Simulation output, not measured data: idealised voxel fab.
Process module in this document: voxel released beams
The cross-section shown here is cut; it is 140 nm wide and divided into square cells measuring 5 nm on a side.
Square cells in a grid make up a cross-section in this document, and the grid is given as bands, listed from the top down, each one or more rows of cells.
Band: top and bottom heights (nm) first, top before bottom; then materials from left to right, widths in nm. "everywhere" marks a sole material filling the band edge to edge. "air" denotes empty space.
Heights are measured from 0, the level below which the as-received wafer is all one material; the lowest band has no bottom and continues downward, written as in "z 0 and below".
When a width is written as two numbers, as in "30->40", the first number is the width in the top row of cells of the band and the second is the width in its bottom row, and the width changes by the same amount from each row to the next.
No cell of the cross-section changed in a step that is given as "nothing got changed".
Closed-off voids of 8+ cells (no open route to the top) go in "Fully enclosed voids", written width x height at distance from the left edge, in nm.
On a step's line, text after the settings is the simulator commenting on that step.
When a step includes a mask, the "overlay nm" setting on its line states how far to the right of its planned place that mask lay, and negative values state how far to the left.
# Planned process steps
1,RECEIVE | material Si
2,CONFORMAL_DEP | material SiN | thk nm 5
3,DIRECTIONAL_DEP | material SiO2 | thk nm 10
4,DIRECTIONAL_DEP | material aC | thk nm 15
5,PATTERN | tone open | mask id ANCHOR | material resist | width nm 25 | thk nm 30 | overlay nm 0
6,DIRECTIONAL_ETCH | etch materials aC | depth nm 15
7,STRIP | etch materials resist
8,DIRECTIONAL_ETCH | etch materials SiO2 | depth nm 10
9,STRIP | etch materials aC
10,CONFORMAL_DEP | material W | thk nm 10
11,MASKED_ETCH | tone cover | mask id BEAM | width nm 70 | etch materials W | depth nm 10 | overlay nm 0
12,STRIP | etch materials SiO2
# First of two wafers, processed according to plan
# as received, after step 1
	z 0 and below  Si everywhere
	Fully enclosed voids: none
# Cross-section of the wafer after step 2
	z 5 to 0  SiN everywhere
	Everything below 0 is unchanged.
# Cross-section of the wafer after step 3
	z 15 to 5  SiO2 everywhere
	Everything below 5 is unchanged.
# Cross-section of the wafer after step 4
	z 30 to 15  aC everywhere
	Everything below 15 is unchanged.
# Cross-section of the wafer after step 5
	z 60 to 30  resist: 35, air: 25, resist: 80
	Everything below 30 is unchanged.
# Cross-section of the wafer after step 6
	z 45 to 30  resist: 35, air: 25, resist: 80
	z 30 to 15  aC: 35, air: 25, aC: 80
	Everything below 15 is unchanged.
# Cross-section of the wafer after step 7
	z 30 to 15  aC: 35, air: 25, aC: 80
	Everything below 15 is unchanged.
# Cross-section of the wafer after step 8
	z 30 to 15  aC: 35, air: 25, aC: 80
	z 15 to 5  SiO2: 35, air: 25, SiO2: 80
	Everything below 5 is unchanged.
# Cross-section of the wafer after step 9
	z 15 to 5  SiO2: 35, air: 25, SiO2: 80
	Everything below 5 is unchanged.
# Cross-section of the wafer after step 10
	z 25 to 15  W: 45, air: 5, W: 90
	z 15 to 5  SiO2: 35, W: 25, SiO2: 80
	Everything below 5 is unchanged.
# Cross-section of the wafer after step 11
	z 25 to 15  air: 30, W: 15, air: 5, W: 50, air: 40
	Everything below 15 is unchanged.
# Cross-section of the wafer after step 12
	z 25 to 15  air: 30, W: 15, air: 5, W: 50, air: 40
	z 15 to 5  air: 35, W: 25, air: 80
	Everything below 5 is unchanged.
# Second wafer - shared start and plan with the first - one error in running - same as the first up to step 9 inclusive
# Cross-section of the second wafer corresponding to the planned conclusion of step 10
	z 25 to 15  aC: 45, air: 5, aC: 90
	z 15 to 5  SiO2: 35, aC: 25, SiO2: 80
	Everything below 5 is unchanged.
Cross-section of the second wafer corresponding to the planned conclusion of step 11: nothing got changed
Cross-section of the second wafer corresponding to the planned conclusion of step 12: nothing got changed
Here's what went sideways: step 10: run off-plan, actual operation and settings CONFORMAL_DEP | material aC | thk nm 10
Wrapping up, a cell-based count of both wafers puts the second over or under the first for these materials: +46 SiO2; -36 W; +64 aC
